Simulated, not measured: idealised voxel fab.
The document below concerns the process module designated voxel local oxidation.
Square cells of 5 nm make up the cross-section cut, whose width is 300 nm.
Just so we're on the same page, the cross-sections are grids of square cells, and they're listed out in bands top to bottom, each band one or more rows deep.
Band: top and bottom heights (nm) first, top before bottom; then materials from left to right, widths in nm. "edge to edge" marks a sole material filling the band edge to edge. "blank" denotes empty space.
We count height from 0. Below that, the starting wafer is all one material. The lowest band never ends at the bottom but goes on down; see "from 0 down" for how that is written.
Quick explanation for "30 to 40": the width changes in equal steps down the rows of cells, from the first number in the band's top row to the second number in its bottom row.
The designation "nothing changed", where it is given for a processing step, indicates that no cell of the cross-section was altered in the course of that step.
Reported under the label "Tabulated closed voids" are the empty spaces having no open way to the top and comprising 8 cells or more; the notation for each is width x height at distance, in which the distance is measured from the left edge and all three values are in nm.
The remark found on a step's line after its settings is issued by the simulator itself and pertains to that step.
overlay nm: for a step with a mask, the amount by which the mask lay right of where it was planned; a negative amount means left of it.

**Intended process steps**
| 1 | RECEIVE (material Si) |
| 2 | CONFORMAL_DEP (material SiO2; thk nm 5) |
| 3 | CONFORMAL_DEP (material SiN; thk nm 15) |
| 4 | PATTERN (tone cover; mask id ACTIVE; material resist; width nm 105; thk nm 20; overlay nm 0) |
| 5 | DIRECTIONAL_ETCH (etch materials SiN; depth nm 15) |
| 6 | STRIP (etch materials resist) |
| 7 | SELECTIVE_ETCH (etch materials SiO2; depth nm 5) |
| 8 | OXIDIZE (depth nm 10) |
| 9 | STRIP (etch materials SiN) |

**The first of two wafers, run as planned**

**Cross-section of the wafer at receipt, which is the condition after step 1**
  from 0 down: Si edge to edge
  Tabulated closed voids: none

**Wafer after step 2 (cross-section)**
  from 5 to 0: SiO2 edge to edge
  Note: structure below 0 unchanged.

**Wafer after step 3 (cross-section)**
  from 20 to 5: SiN edge to edge
  Note: structure below 5 unchanged.

**Wafer after step 4 (cross-section)**
  from 40 to 20: blank=95; resist=105; blank=100
  Note: structure below 20 unchanged.

**Wafer after step 5 (cross-section)**
  from 40 to 20: blank=95; resist=105; blank=100
  from 20 to 5: blank=95; SiN=105; blank=100
  Note: structure below 5 unchanged.

**Wafer after step 6 (cross-section)**
  from 20 to 5: blank=95; SiN=105; blank=100
  Note: structure below 5 unchanged.

**Wafer after step 7 (cross-section)**
  from 20 to 5: blank=95; SiN=105; blank=100
  from 5 to 0: blank=100; SiO2=95; blank=105
  Note: structure below 0 unchanged.

**Wafer after step 8 (cross-section)**
  from 20 to 5: blank=95; SiN=105; blank=100
  from 5 to 0: blank=100; SiO2=95; blank=105
  from 0 to -10: SiO2=110; Si=75; SiO2=115
  Note: structure below -10 unchanged.

**Wafer after step 9 (cross-section)**
  from 5 to 0: blank=100; SiO2=95; blank=105
  Note: structure below 0 unchanged.

**second wafer: like start, like plan, one mistake. Through step 7 it matches the first wafer**

**Cross-section of the second wafer at the time by which step 8 should have been completed according to the plan**
  from 5 to 0: blank=100; SiO2=95; blank=105
  Note: structure below 0 unchanged.

**Cross-section of the second wafer at the time by which step 9 should have been completed according to the plan**
  from 5 to 0: blank=100; SiO2=95; blank=105
  from 0 to -10: SiO2=110; Si=75; SiO2=115
  Note: structure below -10 unchanged.
The mistake made against the process plan was this: step 9 occupied the plan position of step 8, and the converse holds as well
The two wafers come out with the same cross-section, meaning that, for this model, the mistake has no consequence in the computed result.
